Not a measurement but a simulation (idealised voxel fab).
process module | voxel self aligned vias
cross-section cut | 290 nm wide | cells 5 nm
A cross-section is a grid of square cells, given in bands from the top down. A band is one or more rows of cells.
Each band's line starts with the height of the band's top and of its bottom, in nm. Then come its materials from left to right, each with its width in nm. One material with "throughout" fills the band from edge to edge. "air" is empty space.
Height 0 is the level under which the wafer as received is all one material. The lowest band goes on downwards, as in "0 down".
A width such as "30 to 40" changes by the same amount from each row of cells to the next, from the band's top row to its bottom row.
"no change" after a step means that no cell of the cross-section changed.
closed voids: empty space of 8 cells or more with no open way to the top, each as width x height at its distance from the left edge, in nm
after a step's settings: what the simulator itself notes on the step
overlay nm, on a step with a mask: how far to the right of its planned place the mask lay; to the left if negative
plan
1 op RECEIVE | material Si
2 op CONFORMAL_DEP | material SiO2 | thk nm 15
3 op CONFORMAL_DEP | material SiCN | thk nm 5
4 op DIRECTIONAL_DEP | material SiO2 | thk nm 30
5 op DIRECTIONAL_DEP | material aC | thk nm 15
6 op PATTERN | tone open | mask id LINES | material resist | width nm 30 | pitch nm 70 | thk nm 30 | overlay nm 0
7 op DIRECTIONAL_ETCH | etch materials aC | depth nm 15
8 op STRIP | etch materials resist
9 op DIRECTIONAL_ETCH | etch materials SiO2 | depth nm 30
10 op STRIP | etch materials aC
11 op CONFORMAL_DEP | material TiN | thk nm 5
12 op FILL_DEP | material W | thk nm 10
13 op CMP | height nm 50
14 op SELECTIVE_ETCH | etch materials W Ru TiN | depth nm 10
15 op FILL_DEP | material SiN | thk nm 5
16 op CMP | height nm 50
17 op DIRECTIONAL_DEP | material SiO2 | thk nm 15
18 op DIRECTIONAL_DEP | material aC | thk nm 15
19 op PATTERN | tone open | mask id VIAS | material resist | width nm 50 | pitch nm 70 | thk nm 30 | overlay nm 0
20 op DIRECTIONAL_ETCH | etch materials aC | depth nm 15
21 op STRIP | etch materials resist
22 op DIRECTIONAL_ETCH | etch materials SiO2 | depth nm 15
23 op DIRECTIONAL_ETCH | etch materials SiN | depth nm 10
24 op STRIP | etch materials aC
25 op CONFORMAL_DEP | material TiN | thk nm 5
26 op FILL_DEP | material W | thk nm 5
27 op CMP | height nm 65
28 op CONFORMAL_DEP | material SiCN | thk nm 5
first wafer, as planned
as received, after step 1
  0 down: Si throughout
  closed voids: none
after step 2
  15 to 0: SiO2 throughout
  below 0: unchanged
after step 3
  20 to 15: SiCN throughout
  below 15: unchanged
after step 4
  50 to 20: SiO2 throughout
  below 20: unchanged
after step 5
  65 to 50: aC throughout
  below 50: unchanged
after step 6
  95 to 65: resist 95 | air 30 | resist 40 | air 30 | resist 95
  below 65: unchanged
after step 7
  80 to 65: resist 95 | air 30 | resist 40 | air 30 | resist 95
  65 to 50: aC 95 | air 30 | aC 40 | air 30 | aC 95
  below 50: unchanged
after step 8
  65 to 50: aC 95 | air 30 | aC 40 | air 30 | aC 95
  below 50: unchanged
after step 9
  65 to 50: aC 95 | air 30 | aC 40 | air 30 | aC 95
  50 to 20: SiO2 95 | air 30 | SiO2 40 | air 30 | SiO2 95
  below 20: unchanged
after step 10
  50 to 20: SiO2 95 | air 30 | SiO2 40 | air 30 | SiO2 95
  below 20: unchanged
after step 11
  55 to 50: TiN 100 | air 20 | TiN 50 | air 20 | TiN 100
  50 to 25: SiO2 95 | TiN 5 | air 20 | TiN 5 | SiO2 40 | TiN 5 | air 20 | TiN 5 | SiO2 95
  25 to 20: SiO2 95 | TiN 30 | SiO2 40 | TiN 30 | SiO2 95
  below 20: unchanged
after step 12
  65 to 55: W throughout
  55 to 50: TiN 100 | W 20 | TiN 50 | W 20 | TiN 100
  50 to 25: SiO2 95 | TiN 5 | W 20 | TiN 5 | SiO2 40 | TiN 5 | W 20 | TiN 5 | SiO2 95
  below 25: unchanged
after step 13
  50 to 25: SiO2 95 | TiN 5 | W 20 | TiN 5 | SiO2 40 | TiN 5 | W 20 | TiN 5 | SiO2 95
  below 25: unchanged
after step 14
  50 to 40: SiO2 95 | air 30 | SiO2 40 | air 30 | SiO2 95
  below 40: unchanged
after step 15
  55 to 50: SiN throughout
  50 to 40: SiO2 95 | SiN 30 | SiO2 40 | SiN 30 | SiO2 95
  below 40: unchanged
after step 16
  50 to 40: SiO2 95 | SiN 30 | SiO2 40 | SiN 30 | SiO2 95
  below 40: unchanged
after step 17
  65 to 50: SiO2 throughout
  below 50: unchanged
after step 18
  80 to 65: aC throughout
  below 65: unchanged
after step 19
  110 to 80: resist 85 | air 50 | resist 20 | air 50 | resist 85
  below 80: unchanged
after step 20
  95 to 80: resist 85 | air 50 | resist 20 | air 50 | resist 85
  80 to 65: aC 85 | air 50 | aC 20 | air 50 | aC 85
  below 65: unchanged
after step 21
  80 to 65: aC 85 | air 50 | aC 20 | air 50 | aC 85
  below 65: unchanged
after step 22
  80 to 65: aC 85 | air 50 | aC 20 | air 50 | aC 85
  65 to 50: SiO2 85 | air 50 | SiO2 20 | air 50 | SiO2 85
  below 50: unchanged
after step 23
  80 to 65: aC 85 | air 50 | aC 20 | air 50 | aC 85
  65 to 50: SiO2 85 | air 50 | SiO2 20 | air 50 | SiO2 85
  50 to 40: SiO2 95 | air 30 | SiO2 40 | air 30 | SiO2 95
  below 40: unchanged
after step 24
  65 to 50: SiO2 85 | air 50 | SiO2 20 | air 50 | SiO2 85
  below 50: unchanged
after step 25
  70 to 65: TiN 90 | air 40 | TiN 30 | air 40 | TiN 90
  65 to 55: SiO2 85 | TiN 5 | air 40 | TiN 5 | SiO2 20 | TiN 5 | air 40 | TiN 5 | SiO2 85
  55 to 45: SiO2 85 to 95 | TiN 15 to 5 | air 20 | TiN 15 to 5 | SiO2 20 to 40 | TiN 15 to 5 | air 20 | TiN 15 to 5 | SiO2 85 to 95
  45 to 40: SiO2 95 | TiN 30 | SiO2 40 | TiN 30 | SiO2 95
  below 40: unchanged
after step 26
  75 to 70: W throughout
  70 to 65: TiN 90 | W 40 | TiN 30 | W 40 | TiN 90
  65 to 55: SiO2 85 | TiN 5 | W 40 | TiN 5 | SiO2 20 | TiN 5 | W 40 | TiN 5 | SiO2 85
  55 to 45: SiO2 85 to 95 | TiN 15 to 5 | W 20 | TiN 15 to 5 | SiO2 20 to 40 | TiN 15 to 5 | W 20 | TiN 15 to 5 | SiO2 85 to 95
  below 45: unchanged
after step 27
  65 to 55: SiO2 85 | TiN 5 | W 40 | TiN 5 | SiO2 20 | TiN 5 | W 40 | TiN 5 | SiO2 85
  below 55: unchanged
after step 28
  70 to 65: SiCN throughout
  below 65: unchanged
second wafer: like start, like plan, one mistake. Through step 1 it matches the first wafer
when step 2 should have ended
  30 to 0: SiO2 throughout
  below 0: unchanged
when step 3 should have ended
  35 to 30: SiCN throughout
  below 30: unchanged
when step 4 should have ended
  65 to 35: SiO2 throughout
  below 35: unchanged
when step 5 should have ended
  80 to 65: aC throughout
  below 65: unchanged
when step 6 should have ended
  110 to 80: resist 95 | air 30 | resist 40 | air 30 | resist 95
  below 80: unchanged
when step 7 should have ended
  95 to 80: resist 95 | air 30 | resist 40 | air 30 | resist 95
  80 to 65: aC 95 | air 30 | aC 40 | air 30 | aC 95
  below 65: unchanged
when step 8 should have ended
  80 to 65: aC 95 | air 30 | aC 40 | air 30 | aC 95
  below 65: unchanged
when step 9 should have ended
  80 to 65: aC 95 | air 30 | aC 40 | air 30 | aC 95
  65 to 35: SiO2 95 | air 30 | SiO2 40 | air 30 | SiO2 95
  below 35: unchanged
when step 10 should have ended
  65 to 35: SiO2 95 | air 30 | SiO2 40 | air 30 | SiO2 95
  below 35: unchanged
when step 11 should have ended
  70 to 65: TiN 100 | air 20 | TiN 50 | air 20 | TiN 100
  65 to 40: SiO2 95 | TiN 5 | air 20 | TiN 5 | SiO2 40 | TiN 5 | air 20 | TiN 5 | SiO2 95
  40 to 35: SiO2 95 | TiN 30 | SiO2 40 | TiN 30 | SiO2 95
  below 35: unchanged
when step 12 should have ended
  80 to 70: W throughout
  70 to 65: TiN 100 | W 20 | TiN 50 | W 20 | TiN 100
  65 to 40: SiO2 95 | TiN 5 | W 20 | TiN 5 | SiO2 40 | TiN 5 | W 20 | TiN 5 | SiO2 95
  below 40: unchanged
when step 13 should have ended
  50 to 40: SiO2 95 | TiN 5 | W 20 | TiN 5 | SiO2 40 | TiN 5 | W 20 | TiN 5 | SiO2 95
  below 40: unchanged
when step 14 should have ended
  50 to 40: SiO2 95 | air 30 | SiO2 40 | air 30 | SiO2 95
  below 40: unchanged
when step 15 should have ended
  55 to 50: SiN throughout
  50 to 40: SiO2 95 | SiN 30 | SiO2 40 | SiN 30 | SiO2 95
  below 40: unchanged
when step 16 should have ended
  50 to 40: SiO2 95 | SiN 30 | SiO2 40 | SiN 30 | SiO2 95
  below 40: unchanged
when step 17 should have ended
  65 to 50: SiO2 throughout
  below 50: unchanged
when step 18 should have ended
  80 to 65: aC throughout
  below 65: unchanged
when step 19 should have ended
  110 to 80: resist 85 | air 50 | resist 20 | air 50 | resist 85
  below 80: unchanged
when step 20 should have ended
  95 to 80: resist 85 | air 50 | resist 20 | air 50 | resist 85
  80 to 65: aC 85 | air 50 | aC 20 | air 50 | aC 85
  below 65: unchanged
when step 21 should have ended
  80 to 65: aC 85 | air 50 | aC 20 | air 50 | aC 85
  below 65: unchanged
when step 22 should have ended
  80 to 65: aC 85 | air 50 | aC 20 | air 50 | aC 85
  65 to 50: SiO2 85 | air 50 | SiO2 20 | air 50 | SiO2 85
  below 50: unchanged
when step 23 should have ended
  80 to 65: aC 85 | air 50 | aC 20 | air 50 | aC 85
  65 to 50: SiO2 85 | air 50 | SiO2 20 | air 50 | SiO2 85
  50 to 40: SiO2 95 | air 30 | SiO2 40 | air 30 | SiO2 95
  below 40: unchanged
when step 24 should have ended
  65 to 50: SiO2 85 | air 50 | SiO2 20 | air 50 | SiO2 85
  below 50: unchanged
when step 25 should have ended
  70 to 65: TiN 90 | air 40 | TiN 30 | air 40 | TiN 90
  65 to 55: SiO2 85 | TiN 5 | air 40 | TiN 5 | SiO2 20 | TiN 5 | air 40 | TiN 5 | SiO2 85
  55 to 45: SiO2 85 to 95 | TiN 15 to 5 | air 20 | TiN 15 to 5 | SiO2 20 to 40 | TiN 15 to 5 | air 20 | TiN 15 to 5 | SiO2 85 to 95
  45 to 35: SiO2 95 | TiN 30 | SiO2 40 | TiN 30 | SiO2 95
  below 35: unchanged
when step 26 should have ended
  75 to 70: W throughout
  70 to 65: TiN 90 | W 40 | TiN 30 | W 40 | TiN 90
  65 to 55: SiO2 85 | TiN 5 | W 40 | TiN 5 | SiO2 20 | TiN 5 | W 40 | TiN 5 | SiO2 85
  55 to 45: SiO2 85 to 95 | TiN 15 to 5 | W 20 | TiN 15 to 5 | SiO2 20 to 40 | TiN 15 to 5 | W 20 | TiN 15 to 5 | SiO2 85 to 95
  below 45: unchanged
when step 27 should have ended
  65 to 55: SiO2 85 | TiN 5 | W 40 | TiN 5 | SiO2 20 | TiN 5 | W 40 | TiN 5 | SiO2 85
  below 55: unchanged
when step 28 should have ended
  70 to 65: SiCN throughout
  below 65: unchanged
what went wrong: step 2 was run twice
at the end the second wafer has, in cells: 36 more of SiO2 | 12 fewer of TiN | 24 fewer of W
